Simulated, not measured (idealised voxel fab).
The following is a process module called voxel air gaps.
Section shown: cut. Width: 165 nm. Cell size: 5 nm, square.
Cross-sections here: square-cell grids, written as top-down lists of bands, a band being one or more rows of cells. This entry defines a band. It first specifies the height of the band's top and the height of its bottom in nm, and then specifies the band's materials from left to right, stating each material with its width in nm. The word "everywhere" identifies a single material that fills the band from edge to edge, while the word "air" identifies empty space. Convention: height 0 is the level below which the wafer, as received, is all one material. The lowest band does not terminate at the bottom but continues downward, represented as "0 and below". Graded width ("30->40"): value in top row of band = first number; value in bottom row = second number; row-to-row change constant. What does "no modifications" mean for a step? It means no cell of the cross-section changed in that step. Empty spaces counting at least 8 cells and having no open way to the top are listed in "Trapped voids". The notation width x height at distance is used for each, the distance being from the left edge and all three values in nm. Read whatever lies past the settings on a step's line as the simulator's own remark about the step. Regarding "overlay nm": on a step with a mask, it is the distance the mask lay to the right of its planned place; a negative value places it to the left. Reading key. Pairs: pre-step and post-step cross-section, one process step apart; post-step view only to lowest changed band. Step between + settings: beneath pair. Runs: pairs may be from different runs of this module, same starting wafer. Continuation from pair above: only where "State on entry" entry says.

[State on entry]
    55 down to 50 | TiN everywhere
    50 down to 10 | SiN everywhere
    10 down to 0 | SiO2 everywhere
    0 and below | Si everywhere
    Trapped voids: none

[Post-Step Cross-Section]
    60 down to 55 | W everywhere
    Whatever lies below 55 is exactly as it was before.
    Trapped voids: none
Quick note on the step between the two cross-sections above: FILL_DEP: material W, thk nm 5

State on entry: check the pair just above; its after cross-section is our before state.

[Post-Step Cross-Section]
    50 down to 10 | SiN everywhere
    Whatever lies below 10 is exactly as it was before.
    Trapped voids: none
Quick note on the step between the two cross-sections above: CMP: height nm 50

State on entry: check the pair just above; its after cross-section is our before state.

[Post-Step Cross-Section]
    55 down to 50 | SiCN everywhere
    Whatever lies below 50 is exactly as it was before.
    Trapped voids: none
Quick note on the step between the two cross-sections above: CONFORMAL_DEP: material SiCN, thk nm 5

[State on entry]
    50 down to 15 | lowk everywhere
    15 down to 10 | SiN everywhere
    10 down to 0 | SiO2 everywhere
    0 and below | Si everywhere
    Trapped voids: none

[Post-Step Cross-Section]
    65 down to 50 | 35 air | 15 resist | 25 air | 15 resist | 25 air | 15 resist | 35 air
    Whatever lies below 50 is exactly as it was before.
    Trapped voids: none
Quick note on the step between the two cross-sections above: PATTERN: tone cover, mask id LINES, material resist, width nm 15, pitch nm 40, thk nm 15, overlay nm 0

State on entry: check the pair just above; its after cross-section is our before state.

[Post-Step Cross-Section]
    65 down to 50 | 35 air | 15 resist | 25 air | 15 resist | 25 air | 15 resist | 35 air
    50 down to 15 | 35 air | 15 lowk | 25 air | 15 lowk | 25 air | 15 lowk | 35 air
    Whatever lies below 15 is exactly as it was before.
    Trapped voids: none
Quick note on the step between the two cross-sections above: DIRECTIONAL_ETCH: etch materials lowk, depth nm 35

State on entry: check the pair just above; its after cross-section is our before state.

[Post-Step Cross-Section]
    50 down to 15 | 35 air | 15 lowk | 25 air | 15 lowk | 25 air | 15 lowk | 35 air
    Whatever lies below 15 is exactly as it was before.
    Trapped voids: none
Quick note on the step between the two cross-sections above: STRIP: etch materials resist

State on entry: check the pair just above; its after cross-section is our before state.

[Post-Step Cross-Section]
    55 down to 50 | 30 air | 25 TiN | 15 air | 25 TiN | 15 air | 25 TiN | 30 air
    50 down to 20 | 30 air | 5 TiN | 15 lowk | 5 TiN | 15 air | 5 TiN | 15 lowk | 5 TiN | 15 air | 5 TiN | 15 lowk | 5 TiN | 30 air
    20 down to 15 | 35 TiN | 15 lowk | 25 TiN | 15 lowk | 25 TiN | 15 lowk | 35 TiN
    Whatever lies below 15 is exactly as it was before.
    Trapped voids: none
Quick note on the step between the two cross-sections above: CONFORMAL_DEP: material TiN, thk nm 5

State on entry: check the pair just above; its after cross-section is our before state.

[Post-Step Cross-Section]
    60 down to 55 | W everywhere
    55 down to 50 | 30 W | 25 TiN | 15 W | 25 TiN | 15 W | 25 TiN | 30 W
    50 down to 20 | 30 W | 5 TiN | 15 lowk | 5 TiN | 15 W | 5 TiN | 15 lowk | 5 TiN | 15 W | 5 TiN | 15 lowk | 5 TiN | 30 W
    Whatever lies below 20 is exactly as it was before.
    Trapped voids: none
Quick note on the step between the two cross-sections above: FILL_DEP: material W, thk nm 5

State on entry: check the pair just above; its after cross-section is our before state.

[Post-Step Cross-Section]
    50 down to 20 | 30 W | 5 TiN | 15 lowk | 5 TiN | 15 W | 5 TiN | 15 lowk | 5 TiN | 15 W | 5 TiN | 15 lowk | 5 TiN | 30 W
    Whatever lies below 20 is exactly as it was before.
    Trapped voids: none
Quick note on the step between the two cross-sections above: CMP: height nm 50

State on entry: check the pair just above; its after cross-section is our before state.

[Post-Step Cross-Section]
    60 down to 50 | Ru everywhere
    Whatever lies below 50 is exactly as it was before.
    Trapped voids: none
Quick note on the step between the two cross-sections above: EPI: material Ru, thk nm 10

State on entry: check the pair just above; its after cross-section is our before state.

[Post-Step Cross-Section]
    65 down to 60 | SiCN everywhere
    Whatever lies below 60 is exactly as it was before.
    Trapped voids: none
Quick note on the step between the two cross-sections above: CONFORMAL_DEP: material SiCN, thk nm 5
